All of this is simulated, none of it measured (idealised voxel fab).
Presented below is a process module, voxel wiring stack.
Each square cell in cross-section cut measures 5 nm, and the section as a whole is 200 nm wide.
This document writes a cross-section as a grid whose cells are square, and gives it as bands, listed from the top down; one or more rows of cells form a band.
Band: top and bottom heights (nm) first, top before bottom; then materials from left to right, widths in nm. "throughout" marks a sole material filling the band edge to edge. "blank" denotes empty space.
Measure heights from 0. That's the level where, below it, the as-received wafer is all one material. The lowest band is bottomless and extends downward; write it as in "top 0, no bottom".
Width spec "30 to 40" -> top row of cells at first value, bottom row at second value, equal per-row change in between.
"nothing got changed" (step): cross-section cells unchanged, all of them.
"Entrapped void list": sealed empty spaces, 8 cells or more, no open way to top, listed width x height at distance, with distance from the left edge and width, height and distance in nm.
Read whatever lies past the settings on a step's line as the simulator's own remark about the step.
The line of a step may include "overlay nm". On a step with a mask, this value is how far to the right of its planned place the mask lay. A negative value means the mask lay to the left.
THE STEPS PLANNED FOR THE PROCESS ARE AS FOLLOWS
| 1 | RECEIVE,material Si |
| 2 | CONFORMAL_DEP,material SiO2,thk nm 15 |
| 3 | CONFORMAL_DEP,material SiN,thk nm 5 |
| 4 | DIRECTIONAL_DEP,material SiO2,thk nm 15 |
| 5 | DIRECTIONAL_DEP,material aC,thk nm 15 |
| 6 | PATTERN,tone open,mask id METAL_1,material resist,width nm 25,pitch nm 55,thk nm 30,overlay nm 0 |
| 7 | DIRECTIONAL_ETCH,etch materials aC,depth nm 15 |
| 8 | STRIP,etch materials resist |
| 9 | DIRECTIONAL_ETCH,etch materials SiO2,depth nm 15 |
| 10 | DIRECTIONAL_ETCH,etch materials SiN,depth nm 5 |
| 11 | STRIP,etch materials aC |
| 12 | CONFORMAL_DEP,material TiN,thk nm 5 |
| 13 | FILL_DEP,material Cu,thk nm 5 |
| 14 | CMP,height nm 35 |
| 15 | EPI,material Ru,thk nm 5 |
| 16 | FILL_DEP,material SiCN,thk nm 5 |
| 17 | DIRECTIONAL_DEP,material lowk,thk nm 20 |
| 18 | DIRECTIONAL_DEP,material aC,thk nm 15 |
| 19 | PATTERN,tone open,mask id PLUG_1,material resist,width nm 15,pitch nm 110,thk nm 30,overlay nm 0 |
| 20 | DIRECTIONAL_ETCH,etch materials aC,depth nm 15 |
| 21 | STRIP,etch materials resist |
| 22 | DIRECTIONAL_ETCH,etch materials lowk,depth nm 20 |
| 23 | DIRECTIONAL_ETCH,etch materials SiCN,depth nm 5 |
| 24 | STRIP,etch materials aC |
| 25 | EPI,material Ru,thk nm 10 |
| 26 | EPI,material Ru,thk nm 10 |
| 27 | EPI,material Ru,thk nm 5 |
| 28 | CONFORMAL_DEP,material SiN,thk nm 5 |
| 29 | DIRECTIONAL_DEP,material lowk,thk nm 20 |
| 30 | MASKED_ETCH,tone open,mask id METAL_2,width nm 25,pitch nm 55,etch materials lowk,depth nm 20,overlay nm 0 |
| 31 | MASKED_ETCH,tone open,mask id METAL_2,width nm 25,pitch nm 55,etch materials SiN,depth nm 5,overlay nm 0 |
| 32 | CONFORMAL_DEP,material TiN,thk nm 5 |
| 33 | FILL_DEP,material Ru,thk nm 5 |
| 34 | CMP,height nm 90 |
| 35 | EPI,material Ru,thk nm 5 |
| 36 | FILL_DEP,material SiCN,thk nm 5 |
| 37 | DIRECTIONAL_DEP,material lowk,thk nm 30 |
| 38 | PATTERN,tone open,mask id METAL_3_HOLES,material resist,width nm 15,pitch nm 110,thk nm 15,overlay nm 0 |
| 39 | DIRECTIONAL_ETCH,etch materials lowk,depth nm 30 |
| 40 | STRIP,etch materials resist |
| 41 | MASKED_ETCH,tone open,mask id METAL_3,width nm 25,pitch nm 55,etch materials lowk,depth nm 15,overlay nm 0 |
| 42 | MASKED_ETCH,tone open,mask id METAL_3,width nm 25,pitch nm 55,etch materials SiCN,depth nm 5,overlay nm 0 |
| 43 | CONFORMAL_DEP,material TiN,thk nm 5 |
| 44 | FILL_DEP,material Cu,thk nm 10 |
| 45 | CMP,height nm 130 |
| 46 | CONFORMAL_DEP,material SiCN,thk nm 5 |
| 47 | DIRECTIONAL_DEP,material SiO2,thk nm 20 |
| 48 | MASKED_ETCH,tone open,mask id PLUG_3,width nm 15,pitch nm 110,etch materials SiO2,depth nm 20,overlay nm 0 |
| 49 | MASKED_ETCH,tone open,mask id PLUG_3,width nm 15,pitch nm 110,etch materials SiCN,depth nm 5,overlay nm 0 |
| 50 | EPI,material Ru,thk nm 10 |
| 51 | EPI,material Ru,thk nm 10 |
| 52 | EPI,material Ru,thk nm 5 |
| 53 | CONFORMAL_DEP,material SiN,thk nm 5 |
| 54 | DIRECTIONAL_DEP,material SiO2,thk nm 25 |
| 55 | PATTERN,tone open,mask id METAL_4,material resist,width nm 25,pitch nm 55,thk nm 20,overlay nm -15 |
| 56 | DIRECTIONAL_ETCH,etch materials SiO2,depth nm 25 |
| 57 | DIRECTIONAL_ETCH,etch materials SiN,depth nm 5 |
| 58 | STRIP,etch materials resist |
| 59 | CONFORMAL_DEP,material TiN,thk nm 5 |
| 60 | FILL_DEP,material Cu,thk nm 5 |
| 61 | CMP,height nm 185 |
| 62 | CONFORMAL_DEP,material SiN,thk nm 5 |
Quick note for whoever runs this: the wafers start identical, but the overlay nm at step 55 isn't the same across them. The plan just shows what the first wafer had.
CROSS-SECTION OF THE FIRST OF SEVERAL RECEIVED WAFERS, SHOWING ITS STATE AFTER STEP 1
* top 0, no bottom = Si throughout
* Entrapped void list: none
CROSS-SECTION, FIRST OF SEVERAL WAFERS, END OF MODULE, AFTER LAST STEP 62
* top 190, bottom 185 = SiN throughout
* top 185, bottom 160 = SiO2 (15) / TiN (5) / Cu (15) / TiN (5) / SiO2 (30) / TiN (5) / Cu (15) / TiN (5) / SiO2 (30) / TiN (5) / Cu (15) / TiN (5) / SiO2 (50)
* top 160, bottom 155 = SiN (15) / TiN (25) / SiN (30) / TiN (25) / SiN (30) / TiN (25) / SiN (50)
* top 155, bottom 135 = SiO2 (30) / Ru (15) / SiO2 (95) / Ru (15) / SiO2 (45)
* top 135, bottom 130 = SiCN (30) / Ru (15) / SiCN (95) / Ru (15) / SiCN (45)
* top 130, bottom 120 = lowk (30) / TiN (5) / Cu (15) / TiN (5) / lowk (30) / TiN (5) / Cu (15) / TiN (5) / lowk (30) / TiN (5) / Cu (15) / TiN (5) / lowk (35)
* top 120, bottom 115 = lowk (30) / TiN (5) / Cu (5) / TiN (15) / lowk (30) / TiN (25) / lowk (30) / TiN (5) / Cu (5) / TiN (15) / lowk (35)
* top 115, bottom 100 = lowk (30) / TiN (5) / Cu (5) / TiN (5) / lowk (95) / TiN (5) / Cu (5) / TiN (5) / lowk (45)
* top 100, bottom 95 = SiCN (30) / TiN (15) / SiCN (95) / TiN (15) / SiCN (45)
* top 95, bottom 90 = SiCN (25) / Ru (35) / SiCN (20) / Ru (35) / SiCN (20) / Ru (35) / SiCN (30)
* top 90, bottom 70 = lowk (30) / TiN (5) / Ru (15) / TiN (5) / lowk (30) / TiN (5) / Ru (15) / TiN (5) / lowk (30) / TiN (5) / Ru (15) / TiN (5) / lowk (35)
* top 70, bottom 65 = SiN (30) / TiN (25) / SiN (30) / TiN (25) / SiN (30) / TiN (25) / SiN (35)
* top 65, bottom 45 = lowk (30) / Ru (15) / lowk (95) / Ru (15) / lowk (45)
* top 45, bottom 40 = SiCN (30) / Ru (15) / SiCN (95) / Ru (15) / SiCN (45)
* top 40, bottom 35 = SiCN (25) / Ru (35) / SiCN (20) / Ru (35) / SiCN (20) / Ru (35) / SiCN (30)
* top 35, bottom 20 = SiO2 (30) / TiN (5) / Cu (15) / TiN (5) / SiO2 (30) / TiN (5) / Cu (15) / TiN (5) / SiO2 (30) / TiN (5) / Cu (15) / TiN (5) / SiO2 (35)
* top 20, bottom 15 = SiN (30) / TiN (25) / SiN (30) / TiN (25) / SiN (30) / TiN (25) / SiN (35)
* top 15, bottom 0 = SiO2 throughout
* top 0, no bottom = Si throughout
* Entrapped void list: none
HERE'S THE LAST WAFER CROSS-SECTIONED AT THE END OF THE MODULE
* top 190, bottom 185 = SiN throughout
* top 185, bottom 160 = SiO2 (45) / TiN (5) / Cu (15) / TiN (5) / SiO2 (30) / TiN (5) / Cu (15) / TiN (5) / SiO2 (30) / TiN (5) / Cu (15) / TiN (5) / SiO2 (20)
* top 160, bottom 155 = SiN (45) / TiN (25) / SiN (30) / TiN (25) / SiN (30) / TiN (25) / SiN (20)
* top 155, bottom 135 = SiO2 (30) / Ru (15) / SiO2 (95) / Ru (15) / SiO2 (45)
* top 135, bottom 130 = SiCN (30) / Ru (15) / SiCN (95) / Ru (15) / SiCN (45)
* top 130, bottom 120 = lowk (30) / TiN (5) / Cu (15) / TiN (5) / lowk (30) / TiN (5) / Cu (15) / TiN (5) / lowk (30) / TiN (5) / Cu (15) / TiN (5) / lowk (35)
* top 120, bottom 115 = lowk (30) / TiN (5) / Cu (5) / TiN (15) / lowk (30) / TiN (25) / lowk (30) / TiN (5) / Cu (5) / TiN (15) / lowk (35)
* top 115, bottom 100 = lowk (30) / TiN (5) / Cu (5) / TiN (5) / lowk (95) / TiN (5) / Cu (5) / TiN (5) / lowk (45)
* top 100, bottom 95 = SiCN (30) / TiN (15) / SiCN (95) / TiN (15) / SiCN (45)
* top 95, bottom 90 = SiCN (25) / Ru (35) / SiCN (20) / Ru (35) / SiCN (20) / Ru (35) / SiCN (30)
* top 90, bottom 70 = lowk (30) / TiN (5) / Ru (15) / TiN (5) / lowk (30) / TiN (5) / Ru (15) / TiN (5) / lowk (30) / TiN (5) / Ru (15) / TiN (5) / lowk (35)
* top 70, bottom 65 = SiN (30) / TiN (25) / SiN (30) / TiN (25) / SiN (30) / TiN (25) / SiN (35)
* top 65, bottom 45 = lowk (30) / Ru (15) / lowk (95) / Ru (15) / lowk (45)
* top 45, bottom 40 = SiCN (30) / Ru (15) / SiCN (95) / Ru (15) / SiCN (45)
* top 40, bottom 35 = SiCN (25) / Ru (35) / SiCN (20) / Ru (35) / SiCN (20) / Ru (35) / SiCN (30)
* top 35, bottom 20 = SiO2 (30) / TiN (5) / Cu (15) / TiN (5) / SiO2 (30) / TiN (5) / Cu (15) / TiN (5) / SiO2 (30) / TiN (5) / Cu (15) / TiN (5) / SiO2 (35)
* top 20, bottom 15 = SiN (30) / TiN (25) / SiN (30) / TiN (25) / SiN (30) / TiN (25) / SiN (35)
* top 15, bottom 0 = SiO2 throughout
* top 0, no bottom = Si throughout
* Entrapped void list: none
WAFER ROWS, END OF MODULE: CELLS PER MATERIAL GAINED (+) OR LOST (-) SINCE RECEIPT; CLOSED VOIDS LAST
overlay nm -15, +98 Cu, +138 Ru, +140 SiCN, +115 SiN, +456 SiO2, +160 TiN, +413 lowk, Entrapped void list: none
overlay nm -10, +98 Cu, +138 Ru, +140 SiCN, +115 SiN, +456 SiO2, +160 TiN, +413 lowk, Entrapped void list: none
overlay nm -5, +98 Cu, +138 Ru, +140 SiCN, +115 SiN, +456 SiO2, +160 TiN, +413 lowk, Entrapped void list: none
overlay nm 0, +98 Cu, +138 Ru, +140 SiCN, +115 SiN, +456 SiO2, +160 TiN, +413 lowk, Entrapped void list: none
overlay nm 5, +98 Cu, +138 Ru, +140 SiCN, +115 SiN, +456 SiO2, +160 TiN, +413 lowk, Entrapped void list: none
overlay nm 10, +98 Cu, +138 Ru, +140 SiCN, +115 SiN, +456 SiO2, +160 TiN, +413 lowk, Entrapped void list: none
overlay nm 15, +98 Cu, +138 Ru, +140 SiCN, +115 SiN, +456 SiO2, +160 TiN, +413 lowk, Entrapped void list: none
